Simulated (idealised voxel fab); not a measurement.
Presented below is a process module, voxel transistor to metal.
Square cells of 5 nm make up the cross-section cut, whose width is 295 nm.
Throughout this document, each cross-section is represented as a grid of square cells and is presented as a sequence of bands enumerated from the top downward, where a band comprises one or more rows of cells. In this notation a band is specified by the heights of its top and bottom, in that order and in nm, after which its materials appear from left to right, each paired with its width in nm. The word "full width" attached to a single material means that material fills the band from edge to edge; the word "empty" stands for empty space. All heights in this document are referenced to 0, defined as the level beneath which the wafer, as received, consists entirely of one material. The lowest band is not bounded below; it extends indefinitely downward and is written in the form "z 0 and below". So if you see something like "30 to 40" for the width, read it as the top row of the band sitting at the first number and the bottom row at the second, with every row in between moving by the same amount as the last. "remained the same" for a step: no cell of the cross-section changed in that step. Heads up: "Enclosed voids" only lists the empty pockets with no open path to the top that are 8 cells or more, and it writes them as width x height at distance, distance from the left edge, in nm. Whatever follows a step's settings on its line is a remark the simulator itself makes about that step. A step line may carry the setting "overlay nm", which, for steps involving a mask, states the distance by which the mask lay to the right of its intended position; negative values denote displacement to the left.

## plan
- 1: RECEIVE, material Si
- 2: OXIDIZE, depth nm 5
- 3: CONFORMAL_DEP, material SiN, thk nm 15
- 4: MASKED_ETCH, tone cover, mask id ACTIVE, width nm 115, pitch nm 135, etch materials SiN, depth nm 15, overlay nm 0
- 5: MASKED_ETCH, tone cover, mask id ACTIVE, width nm 115, pitch nm 135, etch materials SiO2, depth nm 5, overlay nm 0
- 6: MASKED_ETCH, tone cover, mask id ACTIVE, width nm 115, pitch nm 135, etch materials Si, depth nm 35, overlay nm 0
- 7: FILL_DEP, material SiO2, thk nm 15
- 8: CMP, height nm 15
- 9: SELECTIVE_ETCH, etch materials SiO2, depth nm 5
- 10: STRIP, etch materials SiN
- 11: SELECTIVE_ETCH, etch materials SiO2, depth nm 5
- 12: OXIDIZE, depth nm 5
- 13: DIRECTIONAL_DEP, material polySi, thk nm 20
- 14: DIRECTIONAL_DEP, material SiCN, thk nm 15
- 15: DIRECTIONAL_DEP, material aC, thk nm 15
- 16: PATTERN, tone cover, mask id GATE, material resist, width nm 15, pitch nm 135, thk nm 35, overlay nm 0
- 17: DIRECTIONAL_ETCH, etch materials aC, depth nm 15
- 18: STRIP, etch materials resist
- 19: DIRECTIONAL_ETCH, etch materials SiCN, depth nm 25
- 20: DIRECTIONAL_ETCH, etch materials polySi, depth nm 30
- 21: STRIP, etch materials aC
- 22: CONFORMAL_DEP, material SiN, thk nm 5
- 23: DIRECTIONAL_ETCH, etch materials SiN, depth nm 5
- 24: DIRECTIONAL_ETCH, etch materials SiO2, depth nm 5
- 25: DIRECTIONAL_ETCH, etch materials Si, depth nm 5
- 26: EPI, material pSi, thk nm 10
- 27: FILL_DEP, material SiO2, thk nm 10
- 28: CMP, height nm 30
- 29: DIRECTIONAL_DEP, material SiO2, thk nm 15
- 30: MASKED_ETCH, tone open, mask id CONTACT, width nm 20, etch materials SiO2, depth nm 50, overlay nm 0
- 31: CONFORMAL_DEP, material TiN, thk nm 5
- 32: FILL_DEP, material W, thk nm 10
- 33: CMP, height nm 45
- 34: DIRECTIONAL_DEP, material TiN, thk nm 5
- 35: DIRECTIONAL_DEP, material Ru, thk nm 20
- 36: DIRECTIONAL_DEP, material aC, thk nm 15
- 37: PATTERN, tone cover, mask id METAL_1, material resist, width nm 20, thk nm 30, overlay nm 0
- 38: DIRECTIONAL_ETCH, etch materials aC, depth nm 15
- 39: STRIP, etch materials resist
- 40: DIRECTIONAL_ETCH, etch materials Ru, depth nm 20
- 41: DIRECTIONAL_ETCH, etch materials TiN, depth nm 5
- 42: STRIP, etch materials aC
- 43: CONFORMAL_DEP, material SiCN, thk nm 5
- 44: FILL_DEP, material SiO2, thk nm 10
- 45: CMP, height nm 70
- 46: CONFORMAL_DEP, material SiN, thk nm 5

## Cross-section of the wafer as it came to us, i.e., already through step 1
  z 0 and below: Si full width
  Enclosed voids: none

## Starting structure and process plan are as shown above, but one mistake was made in running the module; the wafer cross-section at the end of the module follows
  z 75 to 70: SiN full width
  z 70 to 50: 25 of SiO2 | 5 of SiCN | 20 of Ru | 5 of SiCN | 45 of SiO2 | 5 of SiCN | 20 of Ru | 5 of SiCN | 30 of SiO2 | 5 of SiCN | 20 of Ru | 5 of SiCN | 45 of SiO2 | 5 of SiCN | 20 of Ru | 5 of SiCN | 30 of SiO2
  z 50 to 45: 30 of SiCN | 20 of TiN | 55 of SiCN | 20 of TiN | 40 of SiCN | 20 of TiN | 55 of SiCN | 20 of TiN | 35 of SiCN
  z 45 to 30: 25 of SiO2 | 5 of TiN | 20 of W | 5 of TiN | 45 of SiO2 | 5 of TiN | 20 of W | 5 of TiN | 30 of SiO2 | 5 of TiN | 20 of W | 5 of TiN | 45 of SiO2 | 5 of TiN | 20 of W | 5 of TiN | 30 of SiO2
  z 30 to 15: 25 of SiO2 | 5 of TiN | 20 of W | 5 of TiN | 10 of SiO2 | 5 of SiN | 15 of SiCN | 5 of SiN | 10 of SiO2 | 5 of TiN | 20 of W | 5 of TiN | 30 of SiO2 | 5 of TiN | 20 of W | 5 of TiN | 10 of SiO2 | 5 of SiN | 15 of SiCN | 5 of SiN | 10 of SiO2 | 5 of TiN | 20 of W | 5 of TiN | 30 of SiO2
  z 15 to 5: 25 of SiO2 | 5 of TiN | 20 of W | 5 of TiN | 10 of SiO2 | 5 of SiN | 15 of polySi | 5 of SiN | 10 of SiO2 | 5 of TiN | 20 of W | 5 of TiN | 30 of SiO2 | 5 of TiN | 20 of W | 5 of TiN | 10 of SiO2 | 5 of SiN | 15 of polySi | 5 of SiN | 10 of SiO2 | 5 of TiN | 20 of W | 5 of TiN | 30 of SiO2
  z 5 to 0: 15 of SiO2 | 5 of SiN | 5 of SiO2 | 5 of TiN | 20 of W | 5 of TiN | 10 of SiO2 | 5 of SiN | 15 of polySi | 5 of SiN | 10 of SiO2 | 5 of TiN | 20 of W | 5 of TiN | 5 of SiO2 | 5 of SiN | 10 of SiO2 | 5 of SiN | 5 of SiO2 | 5 of TiN | 20 of W | 5 of TiN | 10 of SiO2 | 5 of SiN | 15 of polySi | 5 of SiN | 10 of SiO2 | 5 of TiN | 20 of W | 5 of TiN | 5 of SiO2 | 5 of SiN | 20 of SiO2
  z 0 to -5: 15 of SiO2 | 5 of SiN | 5 of SiO2 | 30 of TiN | 10 of pSi | 5 of SiN | 15 of polySi | 5 of SiN | 10 of pSi | 30 of TiN | 5 of SiO2 | 5 of SiN | 10 of SiO2 | 5 of SiN | 5 of SiO2 | 30 of TiN | 10 of pSi | 5 of SiN | 15 of polySi | 5 of SiN | 10 of pSi | 30 of TiN | 5 of SiO2 | 5 of SiN | 20 of SiO2
  z -5 to -10: 20 of SiO2 | 45 of pSi | 25 of SiO2 | 45 of pSi | 20 of SiO2 | 45 of pSi | 25 of SiO2 | 45 of pSi | 25 of SiO2
  z -10 to -15: 20 of SiO2 | 45 of pSi | 25 of Si | 45 of pSi | 20 of SiO2 | 45 of pSi | 25 of Si | 45 of pSi | 25 of SiO2
  z -15 to -40: 20 of SiO2 | 115 of Si | 20 of SiO2 | 115 of Si | 25 of SiO2
  z -40 and below: Si full width
  Enclosed voids: none
Against the plan, the run slipped here: step 30: run off-plan, actual operation and settings MASKED_ETCH, tone open, mask id CONTACT, width nm 30, etch materials SiO2, depth nm 50, overlay nm 0
